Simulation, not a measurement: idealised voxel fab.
You're looking at the process module voxel wiring stack.
Section shown: cut. Width: 245 nm. Cell size: 5 nm, square.
This document writes a cross-section as a grid whose cells are square, and gives it as bands, listed from the top down; one or more rows of cells form a band. Band entry format. Leading values: height of top, height of bottom, nm. Remainder: materials in left-to-right order, each with its width in nm. Special words: "edge to edge" on a single material, which then fills the band edge to edge; "air", empty space. Height datum 0, below which the as-received substrate wafer is one material. Lowest band open at the bottom, running downward: "0 -> down". Think of "30->40" as a width that walks from the first number to the second as you go down the band, top row to bottom row, taking equal-sized steps from row to row. Given "all unchanged" for a step, no cell of the cross-section differs between before and after that step. Closed internal voids: empty space of 8 cells or more with no open way to the top, each as width x height at its distance from the left edge, in nm. What comes after the settings on a step's line is commentary from the simulator itself on that step. overlay nm: for a step with a mask, the amount by which the mask lay right of where it was planned; a negative amount means left of it.

Planned process steps:
step 1: RECEIVE, material Si
step 2: CONFORMAL_DEP, material SiO2, thk nm 15
step 3: DIRECTIONAL_DEP, material TiN, thk nm 5
step 4: DIRECTIONAL_DEP, material W, thk nm 25
step 5: MASKED_ETCH, tone cover, mask id METAL_1, width nm 25, pitch nm 50, etch materials W, depth nm 25, overlay nm 0
step 6: MASKED_ETCH, tone cover, mask id METAL_1, width nm 25, pitch nm 50, etch materials TiN, depth nm 5, overlay nm 0
step 7: CONFORMAL_DEP, material SiN, thk nm 5
step 8: FILL_DEP, material SiO2, thk nm 5
step 9: CMP, height nm 45
step 10: CONFORMAL_DEP, material SiCN, thk nm 5
step 11: DIRECTIONAL_DEP, material lowk, thk nm 15
step 12: DIRECTIONAL_DEP, material aC, thk nm 15
step 13: PATTERN, tone open, mask id PLUG_1, material resist, width nm 15, thk nm 35, overlay nm -15
step 14: DIRECTIONAL_ETCH, etch materials aC, depth nm 15
step 15: STRIP, etch materials resist
step 16: DIRECTIONAL_ETCH, etch materials lowk, depth nm 15
step 17: DIRECTIONAL_ETCH, etch materials SiCN, depth nm 5
step 18: STRIP, etch materials aC
step 19: EPI, material Ru, thk nm 10
step 20: EPI, material Ru, thk nm 10
step 21: DIRECTIONAL_DEP, material TiN, thk nm 5
step 22: DIRECTIONAL_DEP, material W, thk nm 20
step 23: PATTERN, tone cover, mask id METAL_2, material resist, width nm 25, pitch nm 50, thk nm 15, overlay nm 0
step 24: DIRECTIONAL_ETCH, etch materials W, depth nm 20
step 25: DIRECTIONAL_ETCH, etch materials TiN, depth nm 5
step 26: STRIP, etch materials resist
step 27: CONFORMAL_DEP, material SiCN, thk nm 5
step 28: FILL_DEP, material SiO2, thk nm 5
step 29: CMP, height nm 90
step 30: CONFORMAL_DEP, material SiCN, thk nm 5
step 31: DIRECTIONAL_DEP, material lowk, thk nm 30
step 32: MASKED_ETCH, tone open, mask id METAL_3, width nm 25, pitch nm 50, etch materials lowk, depth nm 15, overlay nm 0
step 33: PATTERN, tone open, mask id METAL_3_HOLES, material resist, width nm 15, thk nm 15, overlay nm 0
step 34: DIRECTIONAL_ETCH, etch materials lowk, depth nm 15
step 35: DIRECTIONAL_ETCH, etch materials SiCN, depth nm 5
step 36: STRIP, etch materials resist
step 37: CONFORMAL_DEP, material TiN, thk nm 5
step 38: FILL_DEP, material Cu, thk nm 10
step 39: CMP, height nm 125
step 40: CONFORMAL_DEP, material SiCN, thk nm 5
Be aware that, although all wafers share a common starting state, the overlay nm at step 13 differs among them, and the plan displays the first wafer's value.

Received wafers, first of several: cross-section after step 1:
  0 -> down: Si edge to edge
  Closed internal voids: none

Heads up, this table goes wafer by wafer. A row tells you, at the end of the module, how many cells of each material that wafer has put on (+) or dropped (-) since it was received, and then its closed voids:
overlay nm -15; +16 Cu; +204 SiCN; +59 SiN; +466 SiO2; +46 TiN; +90 W; +393 lowk; Closed internal voids: none
overlay nm -10; +16 Cu; +12 Ru; +196 SiCN; +59 SiN; +462 SiO2; +46 TiN; +90 W; +393 lowk; Closed internal voids: none
overlay nm -5; +16 Cu; +12 Ru; +196 SiCN; +59 SiN; +462 SiO2; +46 TiN; +90 W; +393 lowk; Closed internal voids: none
overlay nm 0; +16 Cu; +12 Ru; +196 SiCN; +59 SiN; +462 SiO2; +46 TiN; +90 W; +393 lowk; Closed internal voids: none
overlay nm 5; +16 Cu; +12 Ru; +196 SiCN; +59 SiN; +462 SiO2; +46 TiN; +90 W; +393 lowk; Closed internal voids: none
overlay nm 10; +16 Cu; +12 Ru; +196 SiCN; +59 SiN; +462 SiO2; +46 TiN; +90 W; +393 lowk; Closed internal voids: none
overlay nm 15; +16 Cu; +12 Ru; +196 SiCN; +59 SiN; +462 SiO2; +46 TiN; +90 W; +393 lowk; Closed internal voids: none
